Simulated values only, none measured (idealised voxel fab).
Name of the process module below: voxel ribs on slabs
Shown is cross-section cut, with a width of 285 nm and square cells of size 5 nm.
Each cross-section below is a grid of square cells, stated as bands in top-down order, with one or more rows of cells making up each band. Basically the band line says how high the top is and how high the bottom is, in nm, and then what's in it from left to right, every material with its width in nm. Empty space shows up as "air", and if a single material carries "all across" it runs the full band edge to edge. Heads up on the height convention: 0 is the point under which the incoming wafer is all one material, and the lowest band has no bottom, it just keeps going down, like "from 0 down". Note: "30->40" means the width goes from the first number (top row of the band) to the second number (bottom row) in equal steps per row of cells. Where a step carries "all unchanged", the cross-section came out of it unchanged, cell for cell. Closed empty spaces (no open way to the top) of 8 cells or more are what "Sealed internal voids" lists, each as width x height at distance from the left edge, nm for all three. Heads up: the bit after the settings on a step's line is the simulator's remark on that step. "overlay nm" denotes, for a step that has a mask, the displacement of the mask to the right of its planned place, with negative values corresponding to the left.

-- The steps planned for the process are as follows
1 RECEIVE (material Si)
2 DIRECTIONAL_DEP (material SiO2; thk nm 20)
3 DIRECTIONAL_DEP (material polySi; thk nm 15)
4 MASKED_ETCH (tone cover; mask id RIB; width nm 20; etch materials polySi; depth nm 5; overlay nm 0)
5 DIRECTIONAL_DEP (material aC; thk nm 10)
6 PATTERN (tone cover; mask id SLAB; material resist; width nm 50; thk nm 25; overlay nm 0)
7 DIRECTIONAL_ETCH (etch materials aC; depth nm 10)
8 STRIP (etch materials resist)
9 DIRECTIONAL_ETCH (etch materials polySi; depth nm 10)
10 STRIP (etch materials aC)
11 FILL_DEP (material SiO2; thk nm 20)
12 CMP (height nm 45)
13 DIRECTIONAL_DEP (material TiN; thk nm 5)
14 PATTERN (tone cover; mask id HEATER; material resist; width nm 30; thk nm 20; overlay nm 0)
15 DIRECTIONAL_ETCH (etch materials TiN; depth nm 5)
16 STRIP (etch materials resist)
17 CONFORMAL_DEP (material SiO2; thk nm 10)

-- Shown in cross-section is the wafer as received, that is, as it stands after step 1
	from 0 down: Si all across
	Sealed internal voids: none

-- Same starting wafer, same plan as above, one mistake in the execution; this is the cross-section at the end of the module
	from 60 to 55: 115 air, then 50 SiO2, then 120 air
	from 55 to 50: SiO2 all across
	from 50 to 45: 125 SiO2, then 30 TiN, then 130 SiO2
	from 45 to 40: 115 SiO2, then 50 polySi, then 120 SiO2
	from 40 to 0: SiO2 all across
	from 0 down: Si all across
	Sealed internal voids: none
Which mistake was made when the wafer was run? in the plan, step 2 was performed twice
